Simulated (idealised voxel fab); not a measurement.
Presented below is a process module, voxel self aligned contacts.
Shown is cross-section cut, with a width of 255 nm and square cells of size 5 nm.
Cross-sections here: square-cell grids, written as top-down lists of bands, a band being one or more rows of cells.
Heads up on the band format: heights come first, top then bottom, in nm. After that it's the materials left to right, each with its width in nm. A single material flagged "throughout" fills the whole band edge to edge, and "blank" means there's empty space there.
Zero point of the height axis is 0; under it, received wafer = one material. Lowest band: continues down indefinitely, "from 0 down".
The expression "30 to 40" gives the width at the extremes of the band, the first number at its top row of cells and the second at its bottom row, with the width changing by equal amounts from each row to the next in between.
Given "no alterations made" for a step, no cell of the cross-section differs between before and after that step.
For the entry "Unvented voids", the listed items are empty spaces with no open way to the top whose size is 8 cells or more; each item follows the pattern width x height at distance, where distance is from the left edge and all three are in nm.
Past the settings on a step's line: simulator remark, on that step.
Each step line may optionally specify "overlay nm", which for a step with a mask gives the rightward distance between the mask's planned place and where it lay, a negative value indicating the leftward direction.

Planned process steps
1. RECEIVE (material Si)
2. CONFORMAL_DEP (material SiO2; thk nm 5)
3. DIRECTIONAL_DEP (material polySi; thk nm 25)
4. DIRECTIONAL_DEP (material SiN; thk nm 25)
5. MASKED_ETCH (tone cover; mask id GATE; width nm 30; pitch nm 70; etch materials SiN; depth nm 25; overlay nm -15)
6. MASKED_ETCH (tone cover; mask id GATE; width nm 30; pitch nm 70; etch materials polySi; depth nm 25; overlay nm 0)
7. CONFORMAL_DEP (material SiN; thk nm 10)
8. DIRECTIONAL_ETCH (etch materials SiN; depth nm 10)
9. FILL_DEP (material SiO2; thk nm 10)
10. CMP (height nm 60)
11. DIRECTIONAL_DEP (material aC; thk nm 15)
12. PATTERN (tone open; mask id CONTACT; material resist; width nm 50; thk nm 30; overlay nm 0)
13. DIRECTIONAL_ETCH (etch materials aC; depth nm 15)
14. STRIP (etch materials resist)
15. DIRECTIONAL_ETCH (etch materials SiO2; depth nm 60)
16. STRIP (etch materials aC)
17. CONFORMAL_DEP (material TiN; thk nm 5)
18. FILL_DEP (material Ru; thk nm 5)
19. CMP (height nm 60)
20. CONFORMAL_DEP (material SiCN; thk nm 5)
Where the wafers of this document differ is in the overlay nm of step 5; they start out the same, and the plan states the value that applied to the first wafer.

First wafer as received, after step 1
from 0 down: Si throughout
Unvented voids: none

The figure below presents a cross-section of the first of several wafers at the conclusion of the module, following its last step, step 20
from 65 to 60: SiCN throughout
from 60 to 55: 100 SiO2 / 5 TiN / 10 Ru / 35 TiN / 105 SiO2
from 55 to 35: 50 SiO2 / 50 SiN / 5 TiN / 10 Ru / 5 TiN / 50 SiN / 85 SiO2
from 35 to 30: 50 SiO2 / 50 SiN / 20 TiN / 50 SiN / 85 SiO2
from 30 to 5: 50 SiO2 / 10 SiN / 45 polySi / 10 SiN / 5 TiN / 10 SiN / 45 polySi / 10 SiN / 70 SiO2
from 5 to 0: 115 SiO2 / 5 TiN / 135 SiO2
from 0 down: Si throughout
Unvented voids: none

Sectional view of the last wafer upon completion of the module
from 65 to 60: SiCN throughout
from 60 to 55: 100 SiO2 / 35 TiN / 10 Ru / 5 TiN / 105 SiO2
from 55 to 35: 80 SiO2 / 50 SiN / 5 TiN / 10 Ru / 5 TiN / 50 SiN / 55 SiO2
from 35 to 30: 80 SiO2 / 50 SiN / 20 TiN / 50 SiN / 55 SiO2
from 30 to 5: 65 SiO2 / 10 SiN / 45 polySi / 10 SiN / 5 TiN / 10 SiN / 45 polySi / 10 SiN / 55 SiO2
from 5 to 0: 130 SiO2 / 5 TiN / 120 SiO2
from 0 down: Si throughout
Unvented voids: none

The table below has one row for each wafer; a row shows, as of the end of the module, how many cells of each material the wafer has gained, marked (+), or lost, marked (-), since it was received, and then the wafer's closed voids
overlay nm -15, +10 Ru, +51 SiCN, +140 SiN, +346 SiO2, +26 TiN, +90 polySi, Unvented voids: none
overlay nm -10, +10 Ru, +51 SiCN, +140 SiN, +350 SiO2, +32 TiN, +80 polySi, Unvented voids: none
overlay nm -5, +16 Ru, +51 SiCN, +140 SiN, +354 SiO2, +32 TiN, +70 polySi, Unvented voids: none
overlay nm 0, +22 Ru, +51 SiCN, +140 SiN, +358 SiO2, +32 TiN, +60 polySi, Unvented voids: none
overlay nm 5, +16 Ru, +51 SiCN, +140 SiN, +354 SiO2, +32 TiN, +70 polySi, Unvented voids: none
overlay nm 10, +10 Ru, +51 SiCN, +140 SiN, +350 SiO2, +32 TiN, +80 polySi, Unvented voids: none
overlay nm 15, +10 Ru, +51 SiCN, +140 SiN, +346 SiO2, +26 TiN, +90 polySi, Unvented voids: none
